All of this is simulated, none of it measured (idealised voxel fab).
Proc. module: voxel double patterning
Section cut is 260 nm wide and gridded with 5 nm square cells.
This document writes a cross-section as a grid whose cells are square, and gives it as bands, listed from the top down; one or more rows of cells form a band.
Quick guide to a band line: top height, bottom height (nm) up front; then every material left to right with its width in nm. Only one material and it's marked "throughout"? Then it fills the band edge to edge. And "empty" just means empty space.
Basically, 0 is our baseline, since under it the wafer straight out of the box is all one material. The bottom band has no lower end and keeps on going down, so it looks like "0 down".
A width such as "30..40" changes by the same amount from each row of cells to the next, from the band's top row to its bottom row.
"no change" means the step left every cell of the cross-section as it was.
The label "Enclosed voids" introduces a list of the empty spaces, 8 cells or larger, that have no open way up to the top; each entry in it reads width x height at distance, where the distance is taken from the left edge and all three are stated in nm.
Formally, on a step line, whatever follows the settings is a remark that the simulator itself makes on the step.
Each step line may optionally specify "overlay nm", which for a step with a mask gives the rightward distance between the mask's planned place and where it lay, a negative value indicating the leftward direction.

### So here's the lineup of process steps we planned
| 1 | RECEIVE (material Si) |
| 2 | CONFORMAL_DEP (material SiO2; thk nm 10) |
| 3 | DIRECTIONAL_DEP (material TiN; thk nm 15) |
| 4 | DIRECTIONAL_DEP (material SiCN; thk nm 5) |
| 5 | MASKED_ETCH (tone open; mask id FIRST; width nm 15; pitch nm 50; etch materials SiCN; depth nm 5; overlay nm 0) |
| 6 | DIRECTIONAL_DEP (material aC; thk nm 15) |
| 7 | PATTERN (tone open; mask id SECOND; material resist; width nm 15; pitch nm 50; thk nm 35; overlay nm 0) |
| 8 | DIRECTIONAL_ETCH (etch materials aC; depth nm 15) |
| 9 | STRIP (etch materials resist) |
| 10 | DIRECTIONAL_ETCH (etch materials SiCN; depth nm 5) |
| 11 | STRIP (etch materials aC) |
| 12 | DIRECTIONAL_ETCH (etch materials TiN; depth nm 15) |
| 13 | STRIP (etch materials SiCN) |

### Incoming wafer in cross-section (state: after step 1)
> 0 down = Si throughout
> Enclosed voids: none

### Module complete - cross-section of the first of two wafers, run according to plan
> 25 to 10 = 70 of TiN | 15 of empty | 10 of TiN | 15 of empty | 10 of TiN | 15 of empty | 10 of TiN | 15 of empty | 10 of TiN | 15 of empty | 75 of TiN
> 10 to 0 = SiO2 throughout
> 0 down = Si throughout
> Enclosed voids: none

### End-of-module cross-section of the second wafer: identical starting point and process plan to the first, with one processing mistake
> 25 to 10 = 70 of TiN | 15 of empty | 10 of TiN | 20 of empty | 5 of TiN | 15 of empty | 10 of TiN | 20 of empty | 5 of TiN | 15 of empty | 75 of TiN
> 10 to 0 = SiO2 throughout
> 0 down = Si throughout
> Enclosed voids: none
Plan not followed: step 7 deviated from plan and actually ran as PATTERN (tone open; mask id SECOND; material resist; width nm 20; pitch nm 50; thk nm 35; overlay nm 0)
Cell-count delta at end, second wafer over first, by material: 6 fewer of TiN
